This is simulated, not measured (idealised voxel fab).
You're looking at the process module voxel ribs on slabs.
We display cut, a cross-section 150 nm in width whose square cells are each 5 nm.
This document writes a cross-section as a grid whose cells are square, and gives it as bands, listed from the top down; one or more rows of cells form a band.
Quick guide to a band line: top height, bottom height (nm) up front; then every material left to right with its width in nm. Only one material and it's marked "all across"? Then it fills the band edge to edge. And "blank" just means empty space.
Note: height 0 marks the level under which the wafer is uniformly one material as received. Lowest band unbounded below, written "0 -> down".
You'd read "30 to 40" like this: the band's top row of cells is as wide as the first number, its bottom row is as wide as the second, and going down, every row changes width by the same amount as the row before did.
Step marked "nothing was modified"? Then no cell in the cross-section changed in it.
Closed empty spaces (no open way to the top) of 8 cells or more are what "Closed-off voids" lists, each as width x height at distance from the left edge, nm for all three.
Note: text after step settings on the step line = simulator remark on that step.
A step's line can hold "overlay nm"; with a mask on that step, the setting says how far right of the planned place the mask lay, while a negative setting says it lay to the left.

-- Process steps foreseen in the plan
1) RECEIVE | material Si
2) DIRECTIONAL_DEP | material SiO2 | thk nm 25
3) DIRECTIONAL_DEP | material SiN | thk nm 15
4) PATTERN | tone cover | mask id RIB | material resist | width nm 15 | thk nm 15 | overlay nm 0
5) DIRECTIONAL_ETCH | etch materials SiN | depth nm 10
6) STRIP | etch materials resist
7) MASKED_ETCH | tone cover | mask id SLAB | width nm 55 | etch materials SiN | depth nm 5 | overlay nm 0
8) FILL_DEP | material SiO2 | thk nm 15
9) CMP | height nm 50
10) DIRECTIONAL_DEP | material TiN | thk nm 5
11) PATTERN | tone cover | mask id HEATER | material resist | width nm 25 | thk nm 20 | overlay nm 0
12) DIRECTIONAL_ETCH | etch materials TiN | depth nm 5
13) STRIP | etch materials resist
14) CONFORMAL_DEP | material SiN | thk nm 5

-- This is the cross-section of the wafer as we received it, i.e. after step 1
  0 -> down: Si all across
  Closed-off voids: none

-- The following cross-section depicts the wafer upon conclusion of the module. Processing commenced from the starting condition illustrated above and adhered to the plan illustrated above, save for one mistake in execution
  60 -> 55: blank: 55, SiN: 35, blank: 60
  55 -> 50: SiN: 60, TiN: 25, SiN: 65
  50 -> 40: SiO2: 65 to 45, SiN: 15 to 55, SiO2: 70 to 50
  40 -> 25: SiN all across
  25 -> 0: SiO2 all across
  0 -> down: Si all across
  Closed-off voids: none
Run error: step 3 of the plan was carried out twice
